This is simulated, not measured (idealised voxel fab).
The following process module bears the name voxel gate over fins.
Cross-sectional view cut (width: 280 nm; square cell size: 5 nm).
In this document a cross-section is written as a grid of square cells. It is given as a series of bands, listed from the top down, and a band is one or more rows of cells. Band entry format. Leading values: height of top, height of bottom, nm. Remainder: materials in left-to-right order, each with its width in nm. Special words: "throughout" on a single material, which then fills the band edge to edge; "blank", empty space. Counting heights begins at 0, where everything beneath is, in the wafer as received, one material. The lowest band has no bottom; it goes on downwards, as "from 0 down" shows. Think of "30..40" as a width that walks from the first number to the second as you go down the band, top row to bottom row, taking equal-sized steps from row to row. Where the words "no change occurred" appear for a step, the cross-section shows no cell changed by that step; every cell remained as before. "Voids, fully enclosed": sealed empty spaces, 8 cells or more, no open way to top, listed width x height at distance, with distance from the left edge and width, height and distance in nm. Heads up: the bit after the settings on a step's line is the simulator's remark on that step. If you see "overlay nm" on a step's line and that step has a mask, it's telling you how far right of where it was planned the mask ended up; a negative number means it went left instead.
# These are the steps we planned for the process
1. RECEIVE, material Si
2. CONFORMAL_DEP, material SiN, thk nm 10
3. DIRECTIONAL_DEP, material aC, thk nm 10
4. PATTERN, tone cover, mask id FINS, material resist, width nm 15, pitch nm 60, thk nm 25, overlay nm 0
5. DIRECTIONAL_ETCH, etch materials aC, depth nm 10
6. STRIP, etch materials resist
7. DIRECTIONAL_ETCH, etch materials SiN, depth nm 10
8. DIRECTIONAL_ETCH, etch materials Si, depth nm 30
9. STRIP, etch materials aC
10. OXIDIZE, depth nm 5
11. FILL_DEP, material SiO2, thk nm 5
12. CMP, height nm 10
13. PATTERN, tone open, mask id RAIL, material resist, width nm 15, thk nm 20, overlay nm 0
14. DIRECTIONAL_ETCH, etch materials SiO2, depth nm 35
15. STRIP, etch materials resist
16. CONFORMAL_DEP, material TiN, thk nm 5
17. FILL_DEP, material W, thk nm 10
18. CMP, height nm 10
19. SELECTIVE_ETCH, etch materials W Ru TiN, depth nm 30
20. FILL_DEP, material SiO2, thk nm 5
21. CMP, height nm 10
22. SELECTIVE_ETCH, etch materials SiO2, depth nm 25
23. STRIP, etch materials SiN
24. CONFORMAL_DEP, material HfO2, thk nm 5
25. CONFORMAL_DEP, material TiN, thk nm 5
26. FILL_DEP, material W, thk nm 15
27. CMP, height nm 20
28. CONFORMAL_DEP, material SiCN, thk nm 10
# Cross-section of the wafer upon arrival, representing the state reached after step 1
> from 0 down | Si throughout
> Voids, fully enclosed: none
# Cross-section at module end, one run error; start and plan unchanged from above
> from 30 to 20 | SiCN throughout
> from 20 to 15 | W 95 nm; TiN 25 nm; W 160 nm
> from 15 to 10 | W 95 nm; TiN 5 nm; HfO2 15 nm; TiN 5 nm; W 160 nm
> from 10 to 5 | W 65 nm; TiN 25 nm; W 5 nm; TiN 5 nm; HfO2 5 nm; W 5 nm; HfO2 5 nm; TiN 5 nm; W 5 nm; TiN 25 nm; W 35 nm; TiN 25 nm; W 70 nm
> from 5 to 0 | W 65 nm; TiN 5 nm; HfO2 15 nm; TiN 5 nm; W 5 nm; TiN 5 nm; HfO2 5 nm; W 5 nm; HfO2 5 nm; TiN 5 nm; W 5 nm; TiN 5 nm; HfO2 15 nm; TiN 5 nm; W 35 nm; TiN 5 nm; HfO2 15 nm; TiN 5 nm; W 70 nm
> from 0 to -5 | W 65 nm; TiN 5 nm; HfO2 5 nm; Si 5 nm; HfO2 5 nm; TiN 5 nm; W 5 nm; TiN 5 nm; HfO2 5 nm; W 5 nm; HfO2 5 nm; TiN 5 nm; W 5 nm; TiN 5 nm; HfO2 5 nm; Si 5 nm; HfO2 5 nm; TiN 5 nm; W 35 nm; TiN 5 nm; HfO2 5 nm; Si 5 nm; HfO2 5 nm; TiN 5 nm; W 70 nm
> from -5 to -10 | TiN 70 nm; HfO2 5 nm; Si 5 nm; HfO2 5 nm; TiN 15 nm; HfO2 5 nm; W 5 nm; HfO2 5 nm; TiN 15 nm; HfO2 5 nm; Si 5 nm; HfO2 5 nm; TiN 45 nm; HfO2 5 nm; Si 5 nm; HfO2 5 nm; TiN 75 nm
> from -10 to -15 | HfO2 75 nm; Si 5 nm; HfO2 25 nm; W 5 nm; HfO2 25 nm; Si 5 nm; HfO2 55 nm; Si 5 nm; HfO2 80 nm
> from -15 to -20 | SiO2 75 nm; Si 5 nm; SiO2 25 nm; W 5 nm; SiO2 25 nm; Si 5 nm; SiO2 55 nm; Si 5 nm; SiO2 80 nm
> from -20 to -25 | SiO2 75 nm; Si 5 nm; SiO2 20 nm; TiN 15 nm; SiO2 20 nm; Si 5 nm; SiO2 55 nm; Si 5 nm; SiO2 80 nm
> from -25 to -35 | SiO2 75 nm; Si 5 nm; SiO2 55 nm; Si 5 nm; SiO2 55 nm; Si 5 nm; SiO2 80 nm
> from -35 down | Si throughout
> Voids, fully enclosed: none
Nonconformance to the process plan: off-plan run, step 19, actual operation and settings SELECTIVE_ETCH, etch materials TiN, depth nm 30
